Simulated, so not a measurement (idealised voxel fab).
process module | voxel released beams
cross-section cut | 230 nm wide | cells 5 nm
A cross-section is a grid of square cells, given in bands from the top down. A band is one or more rows of cells.
Each band's line starts with the height of the band's top and of its bottom, in nm. Then come its materials from left to right, each with its width in nm. One material with "throughout" fills the band from edge to edge. "air" is empty space.
Height 0 is the level under which the wafer as received is all one material. The lowest band goes on downwards, as in "0 down".
A width such as "30 to 40" changes by the same amount from each row of cells to the next, from the band's top row to its bottom row.
"no change" after a step means that no cell of the cross-section changed.
closed voids: empty space of 8 cells or more with no open way to the top, each as width x height at its distance from the left edge, in nm
after a step's settings: what the simulator itself notes on the step
overlay nm, on a step with a mask: how far to the right of its planned place the mask lay; to the left if negative
plan
1 op RECEIVE | material Si
2 op CONFORMAL_DEP | material SiN | thk nm 10
3 op DIRECTIONAL_DEP | material SiO2 | thk nm 20
4 op PATTERN | tone open | mask id ANCHOR | material resist | width nm 25 | thk nm 15 | overlay nm 0
5 op DIRECTIONAL_ETCH | etch materials SiO2 | depth nm 20
6 op STRIP | etch materials resist
7 op CONFORMAL_DEP | material polySi | thk nm 10
8 op PATTERN | tone cover | mask id BEAM | material resist | width nm 90 | thk nm 20 | overlay nm 0
9 op DIRECTIONAL_ETCH | etch materials polySi | depth nm 10
10 op STRIP | etch materials resist
11 op STRIP | etch materials SiO2
as received, after step 1
  0 down: Si throughout
  closed voids: none
first wafer at the end, as planned
  40 to 30: air 65 | polySi 15 | air 5 | polySi 70 | air 75
  30 to 20: air 70 | polySi 10 | air 5 | polySi 10 | air 135
  20 to 10: air 70 | polySi 25 | air 135
  10 to 0: SiN throughout
  0 down: Si throughout
  closed voids: none
second wafer at the end: like start, like plan, one mistake
  40 to 30: air 65 | polySi 90 | air 75
  30 to 20: SiN throughout
  20 to 0: SiO2 throughout
  0 down: Si throughout
  closed voids: none
what went wrong: steps 2 and 3 were swapped
at the end the second wafer has, in cells: 184 more of SiO2 | 16 fewer of polySi
